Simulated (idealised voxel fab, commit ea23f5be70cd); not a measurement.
Title: Process Module voxel trench capacitor
Section shown: cut. Width: 295 nm. Cell size: 5 nm, square.
In this document a cross-section is written as a grid of square cells. It is given as a series of bands, listed from the top down, and a band is one or more rows of cells. Each band's line starts with the height of the band's top and of its bottom, in nm. Then come its materials from left to right, each with its width in nm. One material with "full width" fills the band from edge to edge. "air" is empty space. For the purposes of this specification, 0 denotes the height below which the wafer in its as-received condition is composed wholly of one material, and the lowermost band, lacking a lower limit, extends downward without end, as expressed in "0 -> down". The expression "30->40" gives the width at the extremes of the band, the first number at its top row of cells and the second at its bottom row, with the width changing by equal amounts from each row to the next in between. Step note "same as before" = no cross-section cell changed. Heads up: "Completely enclosed voids" only lists the empty pockets with no open path to the top that are 8 cells or more, and it writes them as width x height at distance, distance from the left edge, in nm. Where a step's line continues beyond its settings, the continuation is a remark by the simulator itself on that step. On any step carrying a mask, the "overlay nm" setting, if present on the step's line, tells how far right of its planned place the mask lay; negative values point to the left.
Steps in the process plan
1: RECEIVE | material Si
2: CONFORMAL_DEP | material SiN | thk nm 10
3: DIRECTIONAL_DEP | material aC | thk nm 10
4: PATTERN | tone open | mask id TRENCH | material resist | width nm 20 | pitch nm 50 | thk nm 30 | overlay nm 0
5: DIRECTIONAL_ETCH | etch materials aC | depth nm 10
6: STRIP | etch materials resist
7: DIRECTIONAL_ETCH | etch materials SiN | depth nm 10
8: DIRECTIONAL_ETCH | etch materials Si | depth nm 35
9: STRIP | etch materials aC
10: CONFORMAL_DEP | material Al2O3 | thk nm 5
11: FILL_DEP | material polySi | thk nm 5
12: CMP | height nm 10
First of two wafers, processed according to plan
Cross-section, incoming material, after step 1
	0 -> down | Si full width
	Completely enclosed voids: none
Cross-section of the wafer subsequent to step 2
	10 -> 0 | SiN full width
	Under the height 0 nothing was changed.
Cross-section of the wafer subsequent to step 3
	20 -> 10 | aC full width
	Under the height 10 nothing was changed.
Cross-section of the wafer subsequent to step 4
	50 -> 20 | resist (60), then air (20), then resist (30), then air (20), then resist (30), then air (20), then resist (30), then air (20), then resist (65)
	Under the height 20 nothing was changed.
Cross-section of the wafer subsequent to step 5
	40 -> 20 | resist (60), then air (20), then resist (30), then air (20), then resist (30), then air (20), then resist (30), then air (20), then resist (65)
	20 -> 10 | aC (60), then air (20), then aC (30), then air (20), then aC (30), then air (20), then aC (30), then air (20), then aC (65)
	Under the height 10 nothing was changed.
Cross-section of the wafer subsequent to step 6
	20 -> 10 | aC (60), then air (20), then aC (30), then air (20), then aC (30), then air (20), then aC (30), then air (20), then aC (65)
	Under the height 10 nothing was changed.
Cross-section of the wafer subsequent to step 7
	20 -> 10 | aC (60), then air (20), then aC (30), then air (20), then aC (30), then air (20), then aC (30), then air (20), then aC (65)
	10 -> 0 | SiN (60), then air (20), then SiN (30), then air (20), then SiN (30), then air (20), then SiN (30), then air (20), then SiN (65)
	Under the height 0 nothing was changed.
Cross-section of the wafer subsequent to step 8
	20 -> 10 | aC (60), then air (20), then aC (30), then air (20), then aC (30), then air (20), then aC (30), then air (20), then aC (65)
	10 -> 0 | SiN (60), then air (20), then SiN (30), then air (20), then SiN (30), then air (20), then SiN (30), then air (20), then SiN (65)
	0 -> -35 | Si (60), then air (20), then Si (30), then air (20), then Si (30), then air (20), then Si (30), then air (20), then Si (65)
	Under the height -35 nothing was changed.
Cross-section of the wafer subsequent to step 9
	10 -> 0 | SiN (60), then air (20), then SiN (30), then air (20), then SiN (30), then air (20), then SiN (30), then air (20), then SiN (65)
	Under the height 0 nothing was changed.
Cross-section of the wafer subsequent to step 10
	15 -> 10 | Al2O3 (65), then air (10), then Al2O3 (40), then air (10), then Al2O3 (40), then air (10), then Al2O3 (40), then air (10), then Al2O3 (70)
	10 -> 0 | SiN (60), then Al2O3 (5), then air (10), then Al2O3 (5), then SiN (30), then Al2O3 (5), then air (10), then Al2O3 (5), then SiN (30), then Al2O3 (5), then air (10), then Al2O3 (5), then SiN (30), then Al2O3 (5), then air (10), then Al2O3 (5), then SiN (65)
	0 -> -30 | Si (60), then Al2O3 (5), then air (10), then Al2O3 (5), then Si (30), then Al2O3 (5), then air (10), then Al2O3 (5), then Si (30), then Al2O3 (5), then air (10), then Al2O3 (5), then Si (30), then Al2O3 (5), then air (10), then Al2O3 (5), then Si (65)
	-30 -> -35 | Si (60), then Al2O3 (20), then Si (30), then Al2O3 (20), then Si (30), then Al2O3 (20), then Si (30), then Al2O3 (20), then Si (65)
	Under the height -35 nothing was changed.
Cross-section of the wafer subsequent to step 11
	20 -> 15 | polySi full width
	15 -> 10 | Al2O3 (65), then polySi (10), then Al2O3 (40), then polySi (10), then Al2O3 (40), then polySi (10), then Al2O3 (40), then polySi (10), then Al2O3 (70)
	10 -> 0 | SiN (60), then Al2O3 (5), then polySi (10), then Al2O3 (5), then SiN (30), then Al2O3 (5), then polySi (10), then Al2O3 (5), then SiN (30), then Al2O3 (5), then polySi (10), then Al2O3 (5), then SiN (30), then Al2O3 (5), then polySi (10), then Al2O3 (5), then SiN (65)
	0 -> -30 | Si (60), then Al2O3 (5), then polySi (10), then Al2O3 (5), then Si (30), then Al2O3 (5), then polySi (10), then Al2O3 (5), then Si (30), then Al2O3 (5), then polySi (10), then Al2O3 (5), then Si (30), then Al2O3 (5), then polySi (10), then Al2O3 (5), then Si (65)
	Under the height -30 nothing was changed.
Cross-section of the wafer subsequent to step 12
	10 -> 0 | SiN (60), then Al2O3 (5), then polySi (10), then Al2O3 (5), then SiN (30), then Al2O3 (5), then polySi (10), then Al2O3 (5), then SiN (30), then Al2O3 (5), then polySi (10), then Al2O3 (5), then SiN (30), then Al2O3 (5), then polySi (10), then Al2O3 (5), then SiN (65)
	Under the height 0 nothing was changed.
The second wafer was prepared from the same starting point and under the same plan as the first; its processing contained one mistake, and it remains indistinguishable from the first wafer up to and including step 3
Second wafer profile in section, at the moment step 4 of the plan was meant to be complete
	50 -> 20 | resist (50), then air (20), then resist (30), then air (20), then resist (30), then air (20), then resist (30), then air (20), then resist (75)
	Under the height 20 nothing was changed.
Second wafer profile in section, at the moment step 5 of the plan was meant to be complete
	40 -> 20 | resist (50), then air (20), then resist (30), then air (20), then resist (30), then air (20), then resist (30), then air (20), then resist (75)
	20 -> 10 | aC (50), then air (20), then aC (30), then air (20), then aC (30), then air (20), then aC (30), then air (20), then aC (75)
	Under the height 10 nothing was changed.
Second wafer profile in section, at the moment step 6 of the plan was meant to be complete
	20 -> 10 | aC (50), then air (20), then aC (30), then air (20), then aC (30), then air (20), then aC (30), then air (20), then aC (75)
	Under the height 10 nothing was changed.
Second wafer profile in section, at the moment step 7 of the plan was meant to be complete
	20 -> 10 | aC (50), then air (20), then aC (30), then air (20), then aC (30), then air (20), then aC (30), then air (20), then aC (75)
	10 -> 0 | SiN (50), then air (20), then SiN (30), then air (20), then SiN (30), then air (20), then SiN (30), then air (20), then SiN (75)
	Under the height 0 nothing was changed.
Second wafer profile in section, at the moment step 8 of the plan was meant to be complete
	20 -> 10 | aC (50), then air (20), then aC (30), then air (20), then aC (30), then air (20), then aC (30), then air (20), then aC (75)
	10 -> 0 | SiN (50), then air (20), then SiN (30), then air (20), then SiN (30), then air (20), then SiN (30), then air (20), then SiN (75)
	0 -> -35 | Si (50), then air (20), then Si (30), then air (20), then Si (30), then air (20), then Si (30), then air (20), then Si (75)
	Under the height -35 nothing was changed.
Second wafer profile in section, at the moment step 9 of the plan was meant to be complete
	10 -> 0 | SiN (50), then air (20), then SiN (30), then air (20), then SiN (30), then air (20), then SiN (30), then air (20), then SiN (75)
	Under the height 0 nothing was changed.
Second wafer profile in section, at the moment step 10 of the plan was meant to be complete
	15 -> 10 | Al2O3 (55), then air (10), then Al2O3 (40), then air (10), then Al2O3 (40), then air (10), then Al2O3 (40), then air (10), then Al2O3 (80)
	10 -> 0 | SiN (50), then Al2O3 (5), then air (10), then Al2O3 (5), then SiN (30), then Al2O3 (5), then air (10), then Al2O3 (5), then SiN (30), then Al2O3 (5), then air (10), then Al2O3 (5), then SiN (30), then Al2O3 (5), then air (10), then Al2O3 (5), then SiN (75)
	0 -> -30 | Si (50), then Al2O3 (5), then air (10), then Al2O3 (5), then Si (30), then Al2O3 (5), then air (10), then Al2O3 (5), then Si (30), then Al2O3 (5), then air (10), then Al2O3 (5), then Si (30), then Al2O3 (5), then air (10), then Al2O3 (5), then Si (75)
	-30 -> -35 | Si (50), then Al2O3 (20), then Si (30), then Al2O3 (20), then Si (30), then Al2O3 (20), then Si (30), then Al2O3 (20), then Si (75)
	Under the height -35 nothing was changed.
Second wafer profile in section, at the moment step 11 of the plan was meant to be complete
	20 -> 15 | polySi full width
	15 -> 10 | Al2O3 (55), then polySi (10), then Al2O3 (40), then polySi (10), then Al2O3 (40), then polySi (10), then Al2O3 (40), then polySi (10), then Al2O3 (80)
	10 -> 0 | SiN (50), then Al2O3 (5), then polySi (10), then Al2O3 (5), then SiN (30), then Al2O3 (5), then polySi (10), then Al2O3 (5), then SiN (30), then Al2O3 (5), then polySi (10), then Al2O3 (5), then SiN (30), then Al2O3 (5), then polySi (10), then Al2O3 (5), then SiN (75)
	0 -> -30 | Si (50), then Al2O3 (5), then polySi (10), then Al2O3 (5), then Si (30), then Al2O3 (5), then polySi (10), then Al2O3 (5), then Si (30), then Al2O3 (5), then polySi (10), then Al2O3 (5), then Si (30), then Al2O3 (5), then polySi (10), then Al2O3 (5), then Si (75)
	Under the height -30 nothing was changed.
Second wafer profile in section, at the moment step 12 of the plan was meant to be complete
	10 -> 0 | SiN (50), then Al2O3 (5), then polySi (10), then Al2O3 (5), then SiN (30), then Al2O3 (5), then polySi (10), then Al2O3 (5), then SiN (30), then Al2O3 (5), then polySi (10), then Al2O3 (5), then SiN (30), then Al2O3 (5), then polySi (10), then Al2O3 (5), then SiN (75)
	Under the height 0 nothing was changed.
Finding, execution versus plan: the process deviated at step 4: the operation and settings actually run there were PATTERN | tone open | mask id TRENCH | material resist | width nm 20 | pitch nm 50 | thk nm 30 | overlay nm -10
Same inventory, different map: at the end, the second wafer holds as many cells of each material as the first, placed elsewhere.
